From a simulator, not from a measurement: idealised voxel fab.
process module | voxel capacitor over wiring
cross-section cut | 155 nm wide | cells 5 nm
A cross-section is a grid of square cells, given in bands from the top down. A band is one or more rows of cells.
Each band's line starts with the height of the band's top and of its bottom, in nm. Then come its materials from left to right, each with its width in nm. One material with "throughout" fills the band from edge to edge. "air" is empty space.
Height 0 is the level under which the wafer as received is all one material. The lowest band goes on downwards, as in "0 down".
A width such as "30 to 40" changes by the same amount from each row of cells to the next, from the band's top row to its bottom row.
"no change" after a step means that no cell of the cross-section changed.
closed voids: empty space of 8 cells or more with no open way to the top, each as width x height at its distance from the left edge, in nm
after a step's settings: what the simulator itself notes on the step
overlay nm, on a step with a mask: how far to the right of its planned place the mask lay; to the left if negative
plan
1 op RECEIVE | material Si
2 op CONFORMAL_DEP | material SiO2 | thk nm 10
3 op CONFORMAL_DEP | material SiN | thk nm 5
4 op DIRECTIONAL_DEP | material SiO2 | thk nm 25
5 op DIRECTIONAL_DEP | material aC | thk nm 15
6 op PATTERN | tone open | mask id METAL_1 | material resist | width nm 20 | pitch nm 85 | thk nm 30 | overlay nm 0
7 op DIRECTIONAL_ETCH | etch materials aC | depth nm 15
8 op STRIP | etch materials resist
9 op DIRECTIONAL_ETCH | etch materials SiO2 | depth nm 25
10 op DIRECTIONAL_ETCH | etch materials SiN | depth nm 5
11 op STRIP | etch materials aC
12 op CONFORMAL_DEP | material TiN | thk nm 5
13 op FILL_DEP | material Cu | thk nm 5
14 op CMP | height nm 40
15 op CONFORMAL_DEP | material SiCN | thk nm 5
16 op DIRECTIONAL_DEP | material SiO2 | thk nm 15
17 op DIRECTIONAL_DEP | material aC | thk nm 15
18 op PATTERN | tone open | mask id PLUG_1 | material resist | width nm 15 | thk nm 30 | overlay nm 0
19 op DIRECTIONAL_ETCH | etch materials aC | depth nm 15
20 op STRIP | etch materials resist
21 op DIRECTIONAL_ETCH | etch materials SiO2 | depth nm 15
22 op DIRECTIONAL_ETCH | etch materials SiCN | depth nm 5
23 op STRIP | etch materials aC
24 op EPI | material Ru | thk nm 10
25 op EPI | material Ru | thk nm 10
26 op DIRECTIONAL_DEP | material TiN | thk nm 10
27 op DIRECTIONAL_DEP | material SiN | thk nm 5
28 op DIRECTIONAL_DEP | material TiN | thk nm 5
29 op PATTERN | tone cover | mask id UPPER_PLATE | material resist | width nm 70 | thk nm 15 | overlay nm 0
30 op DIRECTIONAL_ETCH | etch materials TiN | depth nm 5
31 op DIRECTIONAL_ETCH | etch materials SiN | depth nm 5
32 op STRIP | etch materials resist
33 op MASKED_ETCH | tone cover | mask id LOWER_PLATE | width nm 80 | etch materials TiN | depth nm 10 | overlay nm 0
34 op FILL_DEP | material SiO2 | thk nm 15
35 op CMP | height nm 90
36 op MASKED_ETCH | tone open | mask id PLUG_2 | width nm 15 | etch materials SiO2 | depth nm 10 | overlay nm 0
37 op CONFORMAL_DEP | material TiN | thk nm 5
38 op FILL_DEP | material Ru | thk nm 10
39 op CMP | height nm 90
40 op CONFORMAL_DEP | material SiCN | thk nm 5
as received, after step 1
  0 down: Si throughout
  closed voids: none
a wafer at the end: this start, this plan, one mistake
  95 to 90: SiCN throughout
  90 to 85: SiO2 40 | TiN 5 | Ru 5 | TiN 5 | SiO2 100
  85 to 75: SiO2 40 to 30 | TiN 15 to 70 | SiO2 100 to 55
  75 to 70: SiO2 30 | SiN 70 | SiO2 55
  70 to 60: SiO2 30 | TiN 80 | SiO2 45
  60 to 45: SiO2 30 | Ru 15 | SiO2 110
  45 to 40: SiCN 30 | Ru 15 | SiCN 110
  40 to 15: SiO2 25 | TiN 5 | Cu 10 | TiN 5 | SiO2 65 | TiN 5 | Cu 10 | TiN 5 | SiO2 25
  15 to 10: SiN 25 | TiN 20 | SiN 65 | TiN 20 | SiN 25
  10 to 0: SiO2 throughout
  0 down: Si throughout
  closed voids: none
what went wrong: step 33 ran as: op MASKED_ETCH | tone cover | mask id LOWER_PLATE | width nm 80 | etch materials TiN | depth nm 10 | overlay nm 5
